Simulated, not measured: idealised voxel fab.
process module | voxel spacer lines
cross-section cut | 225 nm wide | cells 5 nm
A cross-section is a grid of square cells, given in bands from the top down. A band is one or more rows of cells.
Each band's line starts with the height of the band's top and of its bottom, in nm. Then come its materials from left to right, each with its width in nm. One material with "throughout" fills the band from edge to edge. "air" is empty space.
Height 0 is the level under which the wafer as received is all one material. The lowest band goes on downwards, as in "0 down".
A width such as "30 to 40" changes by the same amount from each row of cells to the next, from the band's top row to its bottom row.
"no change" after a step means that no cell of the cross-section changed.
closed voids: empty space of 8 cells or more with no open way to the top, each as width x height at its distance from the left edge, in nm
after a step's settings: what the simulator itself notes on the step
overlay nm, on a step with a mask: how far to the right of its planned place the mask lay; to the left if negative
plan
1 op RECEIVE | material Si
2 op CONFORMAL_DEP | material Al2O3 | thk nm 10
3 op DIRECTIONAL_DEP | material polySi | thk nm 15
4 op DIRECTIONAL_DEP | material aC | thk nm 30
5 op PATTERN | tone cover | mask id MANDREL | material resist | width nm 15 | pitch nm 60 | thk nm 35 | overlay nm 0
6 op DIRECTIONAL_ETCH | etch materials aC | depth nm 30
7 op STRIP | etch materials resist
8 op CONFORMAL_DEP | material SiO2 | thk nm 10
9 op DIRECTIONAL_ETCH | etch materials SiO2 | depth nm 10
10 op STRIP | etch materials aC
11 op DIRECTIONAL_ETCH | etch materials polySi | depth nm 15
12 op STRIP | etch materials SiO2
varied across the wafers: width nm of step 5. The plan shows the first wafer's value. All wafers start alike
first wafer as received, after step 1
  0 down: Si throughout
  closed voids: none
first wafer at the end, after step 12
  25 to 10: air 65 | polySi 10 | air 15 | polySi 10 | air 25 | polySi 10 | air 15 | polySi 10 | air 65
  10 to 0: Al2O3 throughout
  0 down: Si throughout
  closed voids: none
last wafer at the end
  25 to 10: air 55 | polySi 10 | air 35 | polySi 10 | air 5 | polySi 10 | air 35 | polySi 10 | air 55
  10 to 0: Al2O3 throughout
  0 down: Si throughout
  closed voids: none
each wafer at the end: cells of each material gained (+) or lost (-) since it was received, then its closed voids
width nm 15 | +90 Al2O3 | +24 polySi | closed voids: none
width nm 20 | +90 Al2O3 | +24 polySi | closed voids: none
width nm 25 | +90 Al2O3 | +24 polySi | closed voids: none
width nm 30 | +90 Al2O3 | +24 polySi | closed voids: none
width nm 35 | +90 Al2O3 | +24 polySi | closed voids: none
